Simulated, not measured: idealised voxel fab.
process module | voxel transistor to metal
cross-section cut | 280 nm wide | cells 5 nm
A cross-section is a grid of square cells, given in bands from the top down. A band is one or more rows of cells.
Each band's line starts with the height of the band's top and of its bottom, in nm. Then come its materials from left to right, each with its width in nm. One material with "throughout" fills the band from edge to edge. "air" is empty space.
Height 0 is the level under which the wafer as received is all one material. The lowest band goes on downwards, as in "0 down".
A width such as "30 to 40" changes by the same amount from each row of cells to the next, from the band's top row to its bottom row.
"no change" after a step means that no cell of the cross-section changed.
closed voids: empty space of 8 cells or more with no open way to the top, each as width x height at its distance from the left edge, in nm
after a step's settings: what the simulator itself notes on the step
overlay nm, on a step with a mask: how far to the right of its planned place the mask lay; to the left if negative
plan
1 op RECEIVE | material Si
2 op OXIDIZE | depth nm 5
3 op CONFORMAL_DEP | material SiN | thk nm 10
4 op MASKED_ETCH | tone cover | mask id ACTIVE | width nm 110 | pitch nm 135 | etch materials SiN | depth nm 10 | overlay nm 0
5 op MASKED_ETCH | tone cover | mask id ACTIVE | width nm 110 | pitch nm 135 | etch materials SiO2 | depth nm 5 | overlay nm 0
6 op MASKED_ETCH | tone cover | mask id ACTIVE | width nm 110 | pitch nm 135 | etch materials Si | depth nm 35 | overlay nm 0
7 op FILL_DEP | material SiO2 | thk nm 10
8 op CMP | height nm 10
9 op SELECTIVE_ETCH | etch materials SiO2 | depth nm 10
10 op STRIP | etch materials SiN
11 op SELECTIVE_ETCH | etch materials SiO2 | depth nm 5
12 op OXIDIZE | depth nm 5
13 op DIRECTIONAL_DEP | material polySi | thk nm 20
14 op DIRECTIONAL_DEP | material SiCN | thk nm 10
15 op PATTERN | tone cover | mask id GATE | material resist | width nm 30 | pitch nm 135 | thk nm 15 | overlay nm 0
16 op DIRECTIONAL_ETCH | etch materials SiCN | depth nm 20
17 op DIRECTIONAL_ETCH | etch materials polySi | depth nm 30
18 op STRIP | etch materials resist
19 op CONFORMAL_DEP | material SiN | thk nm 5
20 op DIRECTIONAL_ETCH | etch materials SiN | depth nm 5
21 op DIRECTIONAL_ETCH | etch materials SiO2 | depth nm 5
22 op DIRECTIONAL_ETCH | etch materials Si | depth nm 15
23 op EPI | material SiGe | thk nm 15
24 op FILL_DEP | material SiO2 | thk nm 10
25 op CMP | height nm 15
26 op STRIP | etch materials polySi
27 op SELECTIVE_ETCH | etch materials SiO2 | depth nm 5
28 op CONFORMAL_DEP | material HfO2 | thk nm 5
29 op CONFORMAL_DEP | material TiN | thk nm 5
30 op FILL_DEP | material W | thk nm 5
31 op CMP | height nm 10
32 op DIRECTIONAL_DEP | material SiO2 | thk nm 10
33 op MASKED_ETCH | tone open | mask id CONTACT | width nm 20 | etch materials SiO2 | depth nm 30 | overlay nm 0
34 op CONFORMAL_DEP | material TiN | thk nm 5
35 op FILL_DEP | material W | thk nm 5
36 op CMP | height nm 20
37 op DIRECTIONAL_DEP | material TiN | thk nm 5
38 op DIRECTIONAL_DEP | material W | thk nm 20
39 op PATTERN | tone cover | mask id METAL_1 | material resist | width nm 20 | thk nm 20 | overlay nm 0
40 op DIRECTIONAL_ETCH | etch materials W | depth nm 20
41 op DIRECTIONAL_ETCH | etch materials TiN | depth nm 5
42 op STRIP | etch materials resist
43 op CONFORMAL_DEP | material SiCN | thk nm 5
44 op FILL_DEP | material SiO2 | thk nm 5
45 op CMP | height nm 45
46 op CONFORMAL_DEP | material SiN | thk nm 5
as received, after step 1
  0 down: Si throughout
  closed voids: none
first wafer at the end, as planned
  50 to 45: SiN throughout
  45 to 25: SiO2 15 | SiCN 5 | W 20 | SiCN 5 | SiO2 50 | SiCN 5 | W 20 | SiCN 5 | SiO2 25 | SiCN 5 | W 20 | SiCN 5 | SiO2 50 | SiCN 5 | W 20 | SiCN 5 | SiO2 20
  25 to 20: SiCN 20 | TiN 20 | SiCN 60 | TiN 20 | SiCN 35 | TiN 20 | SiCN 60 | TiN 20 | SiCN 25
  20 to 10: SiO2 20 | TiN 5 | W 10 | TiN 5 | SiO2 60 | TiN 5 | W 10 | TiN 5 | SiO2 35 | TiN 5 | W 10 | TiN 5 | SiO2 60 | TiN 5 | W 10 | TiN 5 | SiO2 25
  10 to 5: SiO2 20 | TiN 5 | W 5 | TiN 10 | SiO2 10 | SiN 5 | HfO2 5 | TiN 5 | W 10 | TiN 5 | HfO2 5 | SiN 5 | SiO2 10 | TiN 10 | W 5 | TiN 5 | SiO2 35 | TiN 5 | W 5 | TiN 10 | SiO2 10 | SiN 5 | HfO2 5 | TiN 5 | W 10 | TiN 5 | HfO2 5 | SiN 5 | SiO2 10 | TiN 10 | W 5 | TiN 5 | SiO2 25
  5 to 0: SiO2 20 | TiN 5 | W 5 | TiN 5 | SiGe 15 | SiN 5 | HfO2 5 | TiN 5 | W 10 | TiN 5 | HfO2 5 | SiN 5 | SiGe 15 | TiN 5 | W 5 | TiN 5 | SiO2 35 | TiN 5 | W 5 | TiN 5 | SiGe 15 | SiN 5 | HfO2 5 | TiN 5 | W 10 | TiN 5 | HfO2 5 | SiN 5 | SiGe 15 | TiN 5 | W 5 | TiN 5 | SiO2 25
  0 to -5: SiO2 20 | TiN 5 | W 5 | TiN 5 | SiGe 15 | SiN 5 | HfO2 5 | TiN 20 | HfO2 5 | SiN 5 | SiGe 15 | TiN 5 | W 5 | TiN 5 | SiO2 35 | TiN 5 | W 5 | TiN 5 | SiGe 15 | SiN 5 | HfO2 5 | TiN 20 | HfO2 5 | SiN 5 | SiGe 15 | TiN 5 | W 5 | TiN 5 | SiO2 25
  -5 to -10: SiO2 20 | TiN 15 | SiGe 15 | HfO2 40 | SiGe 15 | TiN 15 | SiO2 35 | TiN 15 | SiGe 15 | HfO2 40 | SiGe 15 | TiN 15 | SiO2 25
  -10 to -25: SiO2 15 | SiGe 35 | Si 40 | SiGe 35 | SiO2 25 | SiGe 35 | Si 40 | SiGe 35 | SiO2 20
  -25 to -40: SiO2 15 | Si 110 | SiO2 25 | Si 110 | SiO2 20
  -40 down: Si throughout
  closed voids: none
second wafer at the end: like start, like plan, one mistake
  50 to 45: SiN throughout
  45 to 25: W 20 | SiCN 5 | SiO2 10 | SiCN 5 | W 60 | SiCN 5 | SiO2 10 | SiCN 5 | W 35 | SiCN 5 | SiO2 10 | SiCN 5 | W 60 | SiCN 5 | SiO2 10 | SiCN 5 | W 25
  25 to 20: TiN 20 | SiCN 20 | TiN 60 | SiCN 20 | TiN 35 | SiCN 20 | TiN 60 | SiCN 20 | TiN 25
  20 to 10: SiO2 20 | TiN 5 | W 10 | TiN 5 | SiO2 60 | TiN 5 | W 10 | TiN 5 | SiO2 35 | TiN 5 | W 10 | TiN 5 | SiO2 60 | TiN 5 | W 10 | TiN 5 | SiO2 25
  10 to 5: SiO2 20 | TiN 5 | W 5 | TiN 10 | SiO2 10 | SiN 5 | HfO2 5 | TiN 5 | W 10 | TiN 5 | HfO2 5 | SiN 5 | SiO2 10 | TiN 10 | W 5 | TiN 5 | SiO2 35 | TiN 5 | W 5 | TiN 10 | SiO2 10 | SiN 5 | HfO2 5 | TiN 5 | W 10 | TiN 5 | HfO2 5 | SiN 5 | SiO2 10 | TiN 10 | W 5 | TiN 5 | SiO2 25
  5 to 0: SiO2 20 | TiN 5 | W 5 | TiN 5 | SiGe 15 | SiN 5 | HfO2 5 | TiN 5 | W 10 | TiN 5 | HfO2 5 | SiN 5 | SiGe 15 | TiN 5 | W 5 | TiN 5 | SiO2 35 | TiN 5 | W 5 | TiN 5 | SiGe 15 | SiN 5 | HfO2 5 | TiN 5 | W 10 | TiN 5 | HfO2 5 | SiN 5 | SiGe 15 | TiN 5 | W 5 | TiN 5 | SiO2 25
  0 to -5: SiO2 20 | TiN 5 | W 5 | TiN 5 | SiGe 15 | SiN 5 | HfO2 5 | TiN 20 | HfO2 5 | SiN 5 | SiGe 15 | TiN 5 | W 5 | TiN 5 | SiO2 35 | TiN 5 | W 5 | TiN 5 | SiGe 15 | SiN 5 | HfO2 5 | TiN 20 | HfO2 5 | SiN 5 | SiGe 15 | TiN 5 | W 5 | TiN 5 | SiO2 25
  -5 to -10: SiO2 20 | TiN 15 | SiGe 15 | HfO2 40 | SiGe 15 | TiN 15 | SiO2 35 | TiN 15 | SiGe 15 | HfO2 40 | SiGe 15 | TiN 15 | SiO2 25
  -10 to -25: SiO2 15 | SiGe 35 | Si 40 | SiGe 35 | SiO2 25 | SiGe 35 | Si 40 | SiGe 35 | SiO2 20
  -25 to -40: SiO2 15 | Si 110 | SiO2 25 | Si 110 | SiO2 20
  -40 down: Si throughout
  closed voids: none
what went wrong: step 39 ran as: op PATTERN | tone open | mask id METAL_1 | material resist | width nm 20 | thk nm 20 | overlay nm 0
at the end the second wafer has, in cells: 24 fewer of SiCN | 96 fewer of SiO2 | 24 more of TiN | 96 more of W
